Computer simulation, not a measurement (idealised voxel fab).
process module | voxel capacitor over wiring
cross-section cut | 240 nm wide | cells 5 nm
A cross-section is a grid of square cells, given in bands from the top down. A band is one or more rows of cells.
Each band's line starts with the height of the band's top and of its bottom, in nm. Then come its materials from left to right, each with its width in nm. One material with "throughout" fills the band from edge to edge. "air" is empty space.
Height 0 is the level under which the wafer as received is all one material. The lowest band goes on downwards, as in "0 down".
A width such as "30 to 40" changes by the same amount from each row of cells to the next, from the band's top row to its bottom row.
"no change" after a step means that no cell of the cross-section changed.
closed voids: empty space of 8 cells or more with no open way to the top, each as width x height at its distance from the left edge, in nm
after a step's settings: what the simulator itself notes on the step
overlay nm, on a step with a mask: how far to the right of its planned place the mask lay; to the left if negative
plan
1 op RECEIVE | material Si
2 op CONFORMAL_DEP | material SiO2 | thk nm 10
3 op CONFORMAL_DEP | material SiN | thk nm 5
4 op DIRECTIONAL_DEP | material SiO2 | thk nm 15
5 op PATTERN | tone open | mask id METAL_1 | material resist | width nm 30 | pitch nm 80 | thk nm 15 | overlay nm 0
6 op DIRECTIONAL_ETCH | etch materials SiO2 | depth nm 15
7 op DIRECTIONAL_ETCH | etch materials SiN | depth nm 5
8 op STRIP | etch materials resist
9 op CONFORMAL_DEP | material TiN | thk nm 5
10 op FILL_DEP | material Cu | thk nm 5
11 op CMP | height nm 30
12 op EPI | material Ru | thk nm 5
13 op FILL_DEP | material SiCN | thk nm 5
14 op DIRECTIONAL_DEP | material SiO2 | thk nm 15
15 op DIRECTIONAL_DEP | material aC | thk nm 15
16 op PATTERN | tone open | mask id PLUG_1 | material resist | width nm 15 | thk nm 30 | overlay nm 0
17 op DIRECTIONAL_ETCH | etch materials aC | depth nm 15
18 op STRIP | etch materials resist
19 op DIRECTIONAL_ETCH | etch materials SiO2 | depth nm 15
20 op DIRECTIONAL_ETCH | etch materials SiCN | depth nm 5
21 op STRIP | etch materials aC
22 op CONFORMAL_DEP | material TiN | thk nm 5
23 op FILL_DEP | material W | thk nm 10
24 op CMP | height nm 55
25 op DIRECTIONAL_DEP | material TiN | thk nm 10
26 op DIRECTIONAL_DEP | material Al2O3 | thk nm 5
27 op DIRECTIONAL_DEP | material TiN | thk nm 5
28 op MASKED_ETCH | tone cover | mask id UPPER_PLATE | width nm 55 | etch materials TiN | depth nm 5 | overlay nm 0
29 op MASKED_ETCH | tone cover | mask id UPPER_PLATE | width nm 55 | etch materials Al2O3 | depth nm 5 | overlay nm 0
30 op MASKED_ETCH | tone cover | mask id LOWER_PLATE | width nm 65 | etch materials TiN | depth nm 10 | overlay nm -15
31 op FILL_DEP | material SiO2 | thk nm 20
32 op CMP | height nm 90
33 op DIRECTIONAL_DEP | material aC | thk nm 15
34 op PATTERN | tone open | mask id PLUG_2 | material resist | width nm 15 | thk nm 35 | overlay nm 0
35 op DIRECTIONAL_ETCH | etch materials aC | depth nm 15
36 op STRIP | etch materials resist
37 op DIRECTIONAL_ETCH | etch materials SiO2 | depth nm 15
38 op STRIP | etch materials aC
39 op CONFORMAL_DEP | material TiN | thk nm 5
40 op FILL_DEP | material Ru | thk nm 5
41 op CMP | height nm 90
42 op CONFORMAL_DEP | material SiN | thk nm 5
varied across the wafers: overlay nm of step 30. The plan shows the first wafer's value. All wafers start alike
first wafer as received, after step 1
  0 down: Si throughout
  closed voids: none
first wafer at the end, after step 42
  95 to 90: SiN throughout
  90 to 80: SiO2 90 | TiN 5 | Ru 5 | TiN 5 | SiO2 135
  80 to 70: SiO2 90 to 80 | TiN 15 to 45 | SiO2 135 to 115
  70 to 65: SiO2 80 | Al2O3 55 | SiO2 105
  65 to 55: SiO2 60 | TiN 75 | SiO2 105
  55 to 40: SiO2 80 | TiN 5 | W 5 | TiN 5 | SiO2 145
  40 to 35: SiCN 80 | TiN 15 | SiCN 145
  35 to 30: SiCN 60 | Ru 40 | SiCN 40 | Ru 40 | SiCN 60
  30 to 15: SiO2 65 | TiN 5 | Cu 20 | TiN 5 | SiO2 50 | TiN 5 | Cu 20 | TiN 5 | SiO2 65
  15 to 10: SiN 65 | TiN 30 | SiN 50 | TiN 30 | SiN 65
  10 to 0: SiO2 throughout
  0 down: Si throughout
  closed voids: none
last wafer at the end
  95 to 90: SiN throughout
  90 to 80: SiO2 90 | TiN 5 | Ru 5 | TiN 5 | SiO2 135
  80 to 70: SiO2 90 | TiN 15 to 45 | SiO2 135 to 105
  70 to 65: SiO2 80 | Al2O3 55 | SiO2 105
  65 to 55: SiO2 80 | TiN 75 | SiO2 85
  55 to 40: SiO2 80 | TiN 5 | W 5 | TiN 5 | SiO2 145
  40 to 35: SiCN 80 | TiN 15 | SiCN 145
  35 to 30: SiCN 60 | Ru 40 | SiCN 40 | Ru 40 | SiCN 60
  30 to 15: SiO2 65 | TiN 5 | Cu 20 | TiN 5 | SiO2 50 | TiN 5 | Cu 20 | TiN 5 | SiO2 65
  15 to 10: SiN 65 | TiN 30 | SiN 50 | TiN 30 | SiN 65
  10 to 0: SiO2 throughout
  0 down: Si throughout
  closed voids: none
each wafer at the end: cells of each material gained (+) or lost (-) since it was received, then its closed voids
overlay nm -15 | +11 Al2O3 | +24 Cu | +18 Ru | +77 SiCN | +84 SiN | +616 SiO2 | +79 TiN | +3 W | closed voids: none
overlay nm -10 | +11 Al2O3 | +24 Cu | +18 Ru | +77 SiCN | +84 SiN | +617 SiO2 | +78 TiN | +3 W | closed voids: none
overlay nm -5 | +11 Al2O3 | +24 Cu | +18 Ru | +77 SiCN | +84 SiN | +618 SiO2 | +77 TiN | +3 W | closed voids: none
overlay nm 0 | +11 Al2O3 | +24 Cu | +18 Ru | +77 SiCN | +84 SiN | +618 SiO2 | +77 TiN | +3 W | closed voids: none
overlay nm 5 | +11 Al2O3 | +24 Cu | +18 Ru | +77 SiCN | +84 SiN | +618 SiO2 | +77 TiN | +3 W | closed voids: none
overlay nm 10 | +11 Al2O3 | +24 Cu | +18 Ru | +77 SiCN | +84 SiN | +617 SiO2 | +78 TiN | +3 W | closed voids: none
overlay nm 15 | +11 Al2O3 | +24 Cu | +18 Ru | +77 SiCN | +84 SiN | +616 SiO2 | +79 TiN | +3 W | closed voids: none
